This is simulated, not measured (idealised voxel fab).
process module | voxel ribs on slabs
cross-section cut | 295 nm wide | cells 5 nm
A cross-section is a grid of square cells, given in bands from the top down. A band is one or more rows of cells.
Each band's line starts with the height of the band's top and of its bottom, in nm. Then come its materials from left to right, each with its width in nm. One material with "throughout" fills the band from edge to edge. "air" is empty space.
Height 0 is the level under which the wafer as received is all one material. The lowest band goes on downwards, as in "0 down".
A width such as "30 to 40" changes by the same amount from each row of cells to the next, from the band's top row to its bottom row.
"no change" after a step means that no cell of the cross-section changed.
closed voids: empty space of 8 cells or more with no open way to the top, each as width x height at its distance from the left edge, in nm
after a step's settings: what the simulator itself notes on the step
overlay nm, on a step with a mask: how far to the right of its planned place the mask lay; to the left if negative
plan
1 op RECEIVE | material Si
2 op DIRECTIONAL_DEP | material SiO2 | thk nm 20
3 op DIRECTIONAL_DEP | material SiN | thk nm 15
4 op MASKED_ETCH | tone cover | mask id RIB | width nm 20 | etch materials SiN | depth nm 5 | overlay nm 0
5 op DIRECTIONAL_DEP | material aC | thk nm 15
6 op PATTERN | tone cover | mask id SLAB | material resist | width nm 50 | thk nm 30 | overlay nm 0
7 op DIRECTIONAL_ETCH | etch materials aC | depth nm 15
8 op STRIP | etch materials resist
9 op DIRECTIONAL_ETCH | etch materials SiN | depth nm 10
10 op STRIP | etch materials aC
11 op FILL_DEP | material SiO2 | thk nm 20
12 op CMP | height nm 45
13 op DIRECTIONAL_DEP | material TiN | thk nm 5
14 op PATTERN | tone cover | mask id HEATER | material resist | width nm 30 | thk nm 15 | overlay nm 0
15 op DIRECTIONAL_ETCH | etch materials TiN | depth nm 5
16 op STRIP | etch materials resist
17 op CONFORMAL_DEP | material SiO2 | thk nm 10
as received, after step 1
  0 down: Si throughout
  closed voids: none
a wafer at the end: this start, this plan, one mistake
  50 to 45: air 130 | TiN 30 | air 135
  45 to 35: SiO2 throughout
  35 to 30: SiO2 135 | SiN 20 | SiO2 140
  30 to 20: SiO2 120 | SiN 50 | SiO2 125
  20 to 0: SiO2 throughout
  0 down: Si throughout
  closed voids: none
what went wrong: step 17 was left out
